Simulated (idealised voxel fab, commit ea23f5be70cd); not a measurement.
Name of the process module below: voxel double patterning
FYI the section here is cut, 265 nm wide, cells are 5 nm squares.
A cross-section in this document is a grid of square cells, and it is written down as bands, the top band listed before the ones below it; a band is made up of one or more rows of cells. Top, bottom (nm), then materials left to right with widths (nm); lone material tagged "edge to edge" fills the whole band edge to edge; "air" = empty space. Counting heights begins at 0, where everything beneath is, in the wafer as received, one material. The lowest band has no bottom; it goes on downwards, as "0 nm and below" shows. The notation "30 to 40" denotes a width that varies across the rows of cells in the band, beginning at the first number in the top row, finishing at the second number in the bottom row, and changing by an identical amount from each row to the next. Where a step carries "no modification", the cross-section came out of it unchanged, cell for cell. Enclosed cavities: empty space of 8 cells or more with no open way to the top, each as width x height at its distance from the left edge, in nm. It should be noted that, on the line of a given step, the content following the step's settings is a remark produced by the simulator itself with respect to that step. Among the settings permitted on a step's line is "overlay nm"; applied to a step with a mask, it specifies the extent to which the mask lay to the right of its planned position, whereas a negative figure signifies a position to the left.

The planned process steps are enumerated hereunder
| 1 | RECEIVE (material Si) |
| 2 | CONFORMAL_DEP (material SiO2; thk nm 5) |
| 3 | DIRECTIONAL_DEP (material W; thk nm 15) |
| 4 | DIRECTIONAL_DEP (material SiCN; thk nm 10) |
| 5 | MASKED_ETCH (tone open; mask id FIRST; width nm 15; pitch nm 50; etch materials SiCN; depth nm 10; overlay nm 0) |
| 6 | MASKED_ETCH (tone open; mask id SECOND; width nm 15; etch materials SiCN; depth nm 10; overlay nm 0) |
| 7 | DIRECTIONAL_ETCH (etch materials W; depth nm 15) |
| 8 | STRIP (etch materials SiCN) |

As received, after step 1
* 0 nm and below | Si edge to edge
* Enclosed cavities: none

As-planned run: cross-section of the first of two wafers at end of module
* 20 nm to 5 nm | W 100 nm  air 15 nm  W 10 nm  air 15 nm  W 10 nm  air 15 nm  W 100 nm
* 5 nm to 0 nm | SiO2 edge to edge
* 0 nm and below | Si edge to edge
* Enclosed cavities: none

This cross-section belongs to the second wafer of two at the end of the module; the start and the plan were shared with the first, and the run included one mistake
* 30 nm to 20 nm | SiCN 100 nm  air 15 nm  SiCN 10 nm  air 15 nm  SiCN 10 nm  air 15 nm  SiCN 100 nm
* 20 nm to 5 nm | W 100 nm  air 15 nm  W 10 nm  air 15 nm  W 10 nm  air 15 nm  W 100 nm
* 5 nm to 0 nm | SiO2 edge to edge
* 0 nm and below | Si edge to edge
* Enclosed cavities: none
Where did the run depart from the plan? step 8 of the plan never got run, it was skipped over
In the final state, the cell counts of the second wafer exceed or fall short of those of the first for the following materials: SiCN +88
